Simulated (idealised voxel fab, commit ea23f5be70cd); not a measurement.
process module | voxel lift off
cross-section cut | 145 nm wide | cells 5 nm
A cross-section is a grid of square cells, given in bands from the top down. A band is one or more rows of cells.
Each band's line starts with the height of the band's top and of its bottom, in nm. Then come its materials from left to right, each with its width in nm. One material with "throughout" fills the band from edge to edge. "air" is empty space.
Height 0 is the level under which the wafer as received is all one material. The lowest band goes on downwards, as in "0 down".
A width such as "30 to 40" changes by the same amount from each row of cells to the next, from the band's top row to its bottom row.
"no change" after a step means that no cell of the cross-section changed.
closed voids: empty space of 8 cells or more with no open way to the top, each as width x height at its distance from the left edge, in nm
after a step's settings: what the simulator itself notes on the step
overlay nm, on a step with a mask: how far to the right of its planned place the mask lay; to the left if negative
plan
1 op RECEIVE | material Si
2 op CONFORMAL_DEP | material SiO2 | thk nm 15
3 op PATTERN | tone open | mask id LINES | material resist | width nm 20 | pitch nm 50 | thk nm 20 | overlay nm 0
4 op DIRECTIONAL_DEP | material Ru | thk nm 10
5 op STRIP | etch materials resist
6 op CONFORMAL_DEP | material SiN | thk nm 10
as received, after step 1
  0 down: Si throughout
  closed voids: none
a wafer at the end: this start, this plan, one mistake
  35 to 25: SiN throughout
  25 to 15: Ru 35 | SiN 20 | Ru 30 | SiN 20 | Ru 40
  15 to 0: SiO2 throughout
  0 down: Si throughout
  closed voids: none
what went wrong: step 3 ran as: op PATTERN | tone cover | mask id LINES | material resist | width nm 20 | pitch nm 50 | thk nm 20 | overlay nm 0
